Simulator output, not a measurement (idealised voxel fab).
The following is a process module called voxel self aligned contacts.
Square cell edge 5 nm, section width 265 nm, ID cut.
Cross-section format: a grid of square cells, given as bands from top to bottom; each band is one or more rows of cells.
The entry gives the band's vertical extent as a top height and a bottom height in nm, then its horizontal make-up as materials from left to right, each with a width in nm. "empty" stands for empty space; a single material marked "all across" fills the band edge to edge.
Measure heights from 0. That's the level where, below it, the as-received wafer is all one material. The lowest band is bottomless and extends downward; write it as in "0 nm and below".
Per-row width for "30 to 40": begins at first number (top row of band), ends at second number (bottom row), increment between rows held constant.
For the purposes of this document, the phrase "remained the same" attached to a step denotes that no cell within the cross-section was modified by that step.
The label "Completely enclosed voids" introduces a list of the empty spaces, 8 cells or larger, that have no open way up to the top; each entry in it reads width x height at distance, where the distance is taken from the left edge and all three are stated in nm.
Anything after a step's settings on that line? It's the simulator's own note about the step.
The line of a step may include "overlay nm". On a step with a mask, this value is how far to the right of its planned place the mask lay. A negative value means the mask lay to the left.
[Process steps (planned)]
1,RECEIVE (material Si)
2,OXIDIZE (depth nm 5)
3,DIRECTIONAL_DEP (material polySi; thk nm 20)
4,DIRECTIONAL_DEP (material SiN; thk nm 20)
5,MASKED_ETCH (tone cover; mask id GATE; width nm 35; pitch nm 60; etch materials SiN; depth nm 20; overlay nm 0)
6,MASKED_ETCH (tone cover; mask id GATE; width nm 35; pitch nm 60; etch materials polySi; depth nm 20; overlay nm 0)
7,CONFORMAL_DEP (material SiN; thk nm 5)
8,DIRECTIONAL_ETCH (etch materials SiN; depth nm 5)
9,FILL_DEP (material SiO2; thk nm 10)
10,CMP (height nm 45)
11,PATTERN (tone open; mask id CONTACT; material resist; width nm 45; thk nm 20; overlay nm 0)
12,DIRECTIONAL_ETCH (etch materials SiO2; depth nm 50)
13,STRIP (etch materials resist)
14,CONFORMAL_DEP (material TiN; thk nm 5)
15,FILL_DEP (material W; thk nm 10)
16,CMP (height nm 45)
17,CONFORMAL_DEP (material SiN; thk nm 5)
[Cross-section: wafer on arrival = after step 1]
> 0 nm and below | Si all across
> Completely enclosed voids: none
[Same starting wafer, same plan as above, one mistake in the execution; this is the cross-section at the end of the module]
> 50 nm to 45 nm | SiN all across
> 45 nm to 40 nm | SiO2 80 nm, TiN 50 nm, W 5 nm, TiN 50 nm, SiO2 80 nm
> 40 nm to 20 nm | SiO2 80 nm, TiN 5 nm, SiN 35 nm, TiN 10 nm, W 5 nm, TiN 10 nm, SiN 35 nm, TiN 5 nm, SiO2 80 nm
> 20 nm to 10 nm | SiO2 80 nm, TiN 5 nm, polySi 35 nm, TiN 10 nm, W 5 nm, TiN 10 nm, polySi 35 nm, TiN 5 nm, SiO2 80 nm
> 10 nm to 5 nm | SiO2 80 nm, TiN 5 nm, polySi 35 nm, TiN 25 nm, polySi 35 nm, TiN 5 nm, SiO2 80 nm
> 5 nm to 0 nm | TiN 85 nm, polySi 35 nm, TiN 25 nm, polySi 35 nm, TiN 85 nm
> 0 nm to -5 nm | SiO2 all across
> -5 nm and below | Si all across
> Completely enclosed voids: none
So what did we get wrong on this run? step 7, actual vs plan mismatch, actual run CONFORMAL_DEP (material TiN; thk nm 5)
